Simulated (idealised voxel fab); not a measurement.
process module | voxel self aligned vias
cross-section cut | 225 nm wide | cells 5 nm
A cross-section is a grid of square cells, given in bands from the top down. A band is one or more rows of cells.
Each band's line starts with the height of the band's top and of its bottom, in nm. Then come its materials from left to right, each with its width in nm. One material with "throughout" fills the band from edge to edge. "air" is empty space.
Height 0 is the level under which the wafer as received is all one material. The lowest band goes on downwards, as in "0 down".
A width such as "30 to 40" changes by the same amount from each row of cells to the next, from the band's top row to its bottom row.
"no change" after a step means that no cell of the cross-section changed.
closed voids: empty space of 8 cells or more with no open way to the top, each as width x height at its distance from the left edge, in nm
after a step's settings: what the simulator itself notes on the step
overlay nm, on a step with a mask: how far to the right of its planned place the mask lay; to the left if negative
plan
1 op RECEIVE | material Si
2 op CONFORMAL_DEP | material SiO2 | thk nm 10
3 op CONFORMAL_DEP | material SiCN | thk nm 5
4 op DIRECTIONAL_DEP | material lowk | thk nm 20
5 op MASKED_ETCH | tone open | mask id LINES | width nm 30 | pitch nm 55 | etch materials lowk | depth nm 20 | overlay nm 0
6 op CONFORMAL_DEP | material TiN | thk nm 5
7 op FILL_DEP | material Ru | thk nm 10
8 op CMP | height nm 35
9 op SELECTIVE_ETCH | etch materials W Ru TiN | depth nm 5
10 op FILL_DEP | material SiN | thk nm 5
11 op CMP | height nm 35
12 op DIRECTIONAL_DEP | material lowk | thk nm 15
13 op DIRECTIONAL_DEP | material aC | thk nm 10
14 op PATTERN | tone open | mask id VIAS | material resist | width nm 40 | pitch nm 55 | thk nm 30 | overlay nm 0
15 op DIRECTIONAL_ETCH | etch materials aC | depth nm 10
16 op STRIP | etch materials resist
17 op DIRECTIONAL_ETCH | etch materials lowk | depth nm 15
18 op DIRECTIONAL_ETCH | etch materials SiN | depth nm 5
19 op STRIP | etch materials aC
20 op CONFORMAL_DEP | material TiN | thk nm 5
21 op FILL_DEP | material Ru | thk nm 10
22 op CMP | height nm 50
23 op CONFORMAL_DEP | material SiN | thk nm 5
first wafer, as planned
as received, after step 1
  0 down: Si throughout
  closed voids: none
after step 2
  10 to 0: SiO2 throughout
  below 0: unchanged
after step 3
  15 to 10: SiCN throughout
  below 10: unchanged
after step 4
  35 to 15: lowk throughout
  below 15: unchanged
after step 5
  35 to 15: lowk 40 | air 30 | lowk 25 | air 30 | lowk 25 | air 30 | lowk 45
  below 15: unchanged
after step 6
  40 to 35: TiN 45 | air 20 | TiN 35 | air 20 | TiN 35 | air 20 | TiN 50
  35 to 20: lowk 40 | TiN 5 | air 20 | TiN 5 | lowk 25 | TiN 5 | air 20 | TiN 5 | lowk 25 | TiN 5 | air 20 | TiN 5 | lowk 45
  20 to 15: lowk 40 | TiN 30 | lowk 25 | TiN 30 | lowk 25 | TiN 30 | lowk 45
  below 15: unchanged
after step 7
  50 to 40: Ru throughout
  40 to 35: TiN 45 | Ru 20 | TiN 35 | Ru 20 | TiN 35 | Ru 20 | TiN 50
  35 to 20: lowk 40 | TiN 5 | Ru 20 | TiN 5 | lowk 25 | TiN 5 | Ru 20 | TiN 5 | lowk 25 | TiN 5 | Ru 20 | TiN 5 | lowk 45
  below 20: unchanged
after step 8
  35 to 20: lowk 40 | TiN 5 | Ru 20 | TiN 5 | lowk 25 | TiN 5 | Ru 20 | TiN 5 | lowk 25 | TiN 5 | Ru 20 | TiN 5 | lowk 45
  below 20: unchanged
after step 9
  35 to 30: lowk 40 | air 30 | lowk 25 | air 30 | lowk 25 | air 30 | lowk 45
  below 30: unchanged
after step 10
  40 to 35: SiN throughout
  35 to 30: lowk 40 | SiN 30 | lowk 25 | SiN 30 | lowk 25 | SiN 30 | lowk 45
  below 30: unchanged
after step 11
  35 to 30: lowk 40 | SiN 30 | lowk 25 | SiN 30 | lowk 25 | SiN 30 | lowk 45
  below 30: unchanged
after step 12
  50 to 35: lowk throughout
  below 35: unchanged
after step 13
  60 to 50: aC throughout
  below 50: unchanged
after step 14
  90 to 60: resist 35 | air 40 | resist 15 | air 40 | resist 15 | air 40 | resist 40
  below 60: unchanged
after step 15
  80 to 60: resist 35 | air 40 | resist 15 | air 40 | resist 15 | air 40 | resist 40
  60 to 50: aC 35 | air 40 | aC 15 | air 40 | aC 15 | air 40 | aC 40
  below 50: unchanged
after step 16
  60 to 50: aC 35 | air 40 | aC 15 | air 40 | aC 15 | air 40 | aC 40
  below 50: unchanged
after step 17
  60 to 50: aC 35 | air 40 | aC 15 | air 40 | aC 15 | air 40 | aC 40
  50 to 35: lowk 35 | air 40 | lowk 15 | air 40 | lowk 15 | air 40 | lowk 40
  below 35: unchanged
after step 18
  60 to 50: aC 35 | air 40 | aC 15 | air 40 | aC 15 | air 40 | aC 40
  50 to 35: lowk 35 | air 40 | lowk 15 | air 40 | lowk 15 | air 40 | lowk 40
  35 to 30: lowk 40 | air 30 | lowk 25 | air 30 | lowk 25 | air 30 | lowk 45
  below 30: unchanged
after step 19
  50 to 35: lowk 35 | air 40 | lowk 15 | air 40 | lowk 15 | air 40 | lowk 40
  below 35: unchanged
after step 20
  55 to 50: TiN 40 | air 30 | TiN 25 | air 30 | TiN 25 | air 30 | TiN 45
  50 to 40: lowk 35 | TiN 5 | air 30 | TiN 5 | lowk 15 | TiN 5 | air 30 | TiN 5 | lowk 15 | TiN 5 | air 30 | TiN 5 | lowk 40
  40 to 35: lowk 35 | TiN 10 | air 20 | TiN 10 | lowk 15 | TiN 10 | air 20 | TiN 10 | lowk 15 | TiN 10 | air 20 | TiN 10 | lowk 40
  35 to 30: lowk 40 | TiN 30 | lowk 25 | TiN 30 | lowk 25 | TiN 30 | lowk 45
  below 30: unchanged
after step 21
  65 to 55: Ru throughout
  55 to 50: TiN 40 | Ru 30 | TiN 25 | Ru 30 | TiN 25 | Ru 30 | TiN 45
  50 to 40: lowk 35 | TiN 5 | Ru 30 | TiN 5 | lowk 15 | TiN 5 | Ru 30 | TiN 5 | lowk 15 | TiN 5 | Ru 30 | TiN 5 | lowk 40
  40 to 35: lowk 35 | TiN 10 | Ru 20 | TiN 10 | lowk 15 | TiN 10 | Ru 20 | TiN 10 | lowk 15 | TiN 10 | Ru 20 | TiN 10 | lowk 40
  below 35: unchanged
after step 22
  50 to 40: lowk 35 | TiN 5 | Ru 30 | TiN 5 | lowk 15 | TiN 5 | Ru 30 | TiN 5 | lowk 15 | TiN 5 | Ru 30 | TiN 5 | lowk 40
  below 40: unchanged
after step 23
  55 to 50: SiN throughout
  below 50: unchanged
second wafer: like start, like plan, one mistake. Through step 4 it matches the first wafer
when step 5 should have ended
  35 to 15: lowk 45 | air 20 | lowk 35 | air 20 | lowk 35 | air 20 | lowk 50
  below 15: unchanged
when step 6 should have ended
  40 to 35: TiN 50 | air 10 | TiN 45 | air 10 | TiN 45 | air 10 | TiN 55
  35 to 20: lowk 45 | TiN 5 | air 10 | TiN 5 | lowk 35 | TiN 5 | air 10 | TiN 5 | lowk 35 | TiN 5 | air 10 | TiN 5 | lowk 50
  20 to 15: lowk 45 | TiN 20 | lowk 35 | TiN 20 | lowk 35 | TiN 20 | lowk 50
  below 15: unchanged
when step 7 should have ended
  50 to 40: Ru throughout
  40 to 35: TiN 50 | Ru 10 | TiN 45 | Ru 10 | TiN 45 | Ru 10 | TiN 55
  35 to 20: lowk 45 | TiN 5 | Ru 10 | TiN 5 | lowk 35 | TiN 5 | Ru 10 | TiN 5 | lowk 35 | TiN 5 | Ru 10 | TiN 5 | lowk 50
  below 20: unchanged
when step 8 should have ended
  35 to 20: lowk 45 | TiN 5 | Ru 10 | TiN 5 | lowk 35 | TiN 5 | Ru 10 | TiN 5 | lowk 35 | TiN 5 | Ru 10 | TiN 5 | lowk 50
  below 20: unchanged
when step 9 should have ended
  35 to 30: lowk 45 | air 20 | lowk 35 | air 20 | lowk 35 | air 20 | lowk 50
  below 30: unchanged
when step 10 should have ended
  40 to 35: SiN throughout
  35 to 30: lowk 45 | SiN 20 | lowk 35 | SiN 20 | lowk 35 | SiN 20 | lowk 50
  below 30: unchanged
when step 11 should have ended
  35 to 30: lowk 45 | SiN 20 | lowk 35 | SiN 20 | lowk 35 | SiN 20 | lowk 50
  below 30: unchanged
when step 12 should have ended
  50 to 35: lowk throughout
  below 35: unchanged
when step 13 should have ended
  60 to 50: aC throughout
  below 50: unchanged
when step 14 should have ended
  90 to 60: resist 35 | air 40 | resist 15 | air 40 | resist 15 | air 40 | resist 40
  below 60: unchanged
when step 15 should have ended
  80 to 60: resist 35 | air 40 | resist 15 | air 40 | resist 15 | air 40 | resist 40
  60 to 50: aC 35 | air 40 | aC 15 | air 40 | aC 15 | air 40 | aC 40
  below 50: unchanged
when step 16 should have ended
  60 to 50: aC 35 | air 40 | aC 15 | air 40 | aC 15 | air 40 | aC 40
  below 50: unchanged
when step 17 should have ended
  60 to 50: aC 35 | air 40 | aC 15 | air 40 | aC 15 | air 40 | aC 40
  50 to 35: lowk 35 | air 40 | lowk 15 | air 40 | lowk 15 | air 40 | lowk 40
  below 35: unchanged
when step 18 should have ended
  60 to 50: aC 35 | air 40 | aC 15 | air 40 | aC 15 | air 40 | aC 40
  50 to 35: lowk 35 | air 40 | lowk 15 | air 40 | lowk 15 | air 40 | lowk 40
  35 to 30: lowk 45 | air 20 | lowk 35 | air 20 | lowk 35 | air 20 | lowk 50
  below 30: unchanged
when step 19 should have ended
  50 to 35: lowk 35 | air 40 | lowk 15 | air 40 | lowk 15 | air 40 | lowk 40
  below 35: unchanged
when step 20 should have ended
  55 to 50: TiN 40 | air 30 | TiN 25 | air 30 | TiN 25 | air 30 | TiN 45
  50 to 40: lowk 35 | TiN 5 | air 30 | TiN 5 | lowk 15 | TiN 5 | air 30 | TiN 5 | lowk 15 | TiN 5 | air 30 | TiN 5 | lowk 40
  40 to 35: lowk 35 | TiN 15 | air 10 | TiN 15 | lowk 15 | TiN 15 | air 10 | TiN 15 | lowk 15 | TiN 15 | air 10 | TiN 15 | lowk 40
  35 to 30: lowk 45 | TiN 20 | lowk 35 | TiN 20 | lowk 35 | TiN 20 | lowk 50
  below 30: unchanged
when step 21 should have ended
  65 to 55: Ru throughout
  55 to 50: TiN 40 | Ru 30 | TiN 25 | Ru 30 | TiN 25 | Ru 30 | TiN 45
  50 to 40: lowk 35 | TiN 5 | Ru 30 | TiN 5 | lowk 15 | TiN 5 | Ru 30 | TiN 5 | lowk 15 | TiN 5 | Ru 30 | TiN 5 | lowk 40
  40 to 35: lowk 35 | TiN 15 | Ru 10 | TiN 15 | lowk 15 | TiN 15 | Ru 10 | TiN 15 | lowk 15 | TiN 15 | Ru 10 | TiN 15 | lowk 40
  below 35: unchanged
when step 22 should have ended
  50 to 40: lowk 35 | TiN 5 | Ru 30 | TiN 5 | lowk 15 | TiN 5 | Ru 30 | TiN 5 | lowk 15 | TiN 5 | Ru 30 | TiN 5 | lowk 40
  below 40: unchanged
when step 23 should have ended
  55 to 50: SiN throughout
  below 50: unchanged
what went wrong: step 5 ran as: op MASKED_ETCH | tone open | mask id LINES | width nm 20 | pitch nm 55 | etch materials lowk | depth nm 20 | overlay nm 0
at the end the second wafer has, in cells: 18 fewer of Ru | 6 fewer of TiN | 24 more of lowk
